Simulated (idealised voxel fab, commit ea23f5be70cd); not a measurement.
Title: Process Module voxel plated lines
Displayed cross-section: cut, width of 270 nm, square cells sized 5 nm.
The cross-sections in this document take the form of a grid made of square cells. They are written out as bands, in order from top to bottom. Each band consists of one or more rows of cells. A band entry consists of two parts. The first gives the height of the band's top and the height of its bottom, in nm. The rest lists the band's materials from left to right, each with its width in nm. A single material labelled with the word "all across" fills the band from edge to edge, and the word "blank" marks empty space. Note: height 0 marks the level under which the wafer is uniformly one material as received. Lowest band unbounded below, written "0 nm and below". So if you see something like "30 to 40" for the width, read it as the top row of the band sitting at the first number and the bottom row at the second, with every row in between moving by the same amount as the last. Reading "same as before" for a step: not a cell of the cross-section changed in it. "Voids, sealed" lists enclosed empty spaces (at least 8 cells, no open path upward to the top), each as width x height at distance from the left edge, in nm. Anything after a step's settings on that line? It's the simulator's own note about the step. A step line may carry the setting "overlay nm", which, for steps involving a mask, states the distance by which the mask lay to the right of its intended position; negative values denote displacement to the left.

PROCESS STEPS FORESEEN IN THE PLAN
1) RECEIVE (material Si)
2) CONFORMAL_DEP (material Al2O3; thk nm 15)
3) DIRECTIONAL_DEP (material TiN; thk nm 5)
4) PATTERN (tone open; mask id LINES; material resist; width nm 15; pitch nm 35; thk nm 30; overlay nm 0)
5) EPI (material Ru; thk nm 10)
6) EPI (material Ru; thk nm 5)
7) STRIP (etch materials resist)
8) DIRECTIONAL_ETCH (etch materials TiN; depth nm 5)
9) CONFORMAL_DEP (material SiO2; thk nm 5)

DELIVERED WAFER IN CROSS-SECTION: STATE AFTER STEP 1
  0 nm and below = Si all across
  Voids, sealed: none

WAFER AT MODULE END, IN SECTION. BEGAN AS ABOVE, PLANNED AS ABOVE, RUN WITH ONE MISTAKE
  40 nm to 35 nm = blank 105  TiN 25  blank 10  TiN 25  blank 105
  35 nm to 20 nm = blank 105  TiN 5  Ru 15  TiN 5  blank 10  TiN 5  Ru 15  TiN 5  blank 105
  20 nm to 15 nm = TiN all across
  15 nm to 0 nm = Al2O3 all across
  0 nm and below = Si all across
  Voids, sealed: none
What broke from the plan during processing? it should be noted that step 9 was executed with settings other than those planned, the operation and settings actually applied being CONFORMAL_DEP (material TiN; thk nm 5)
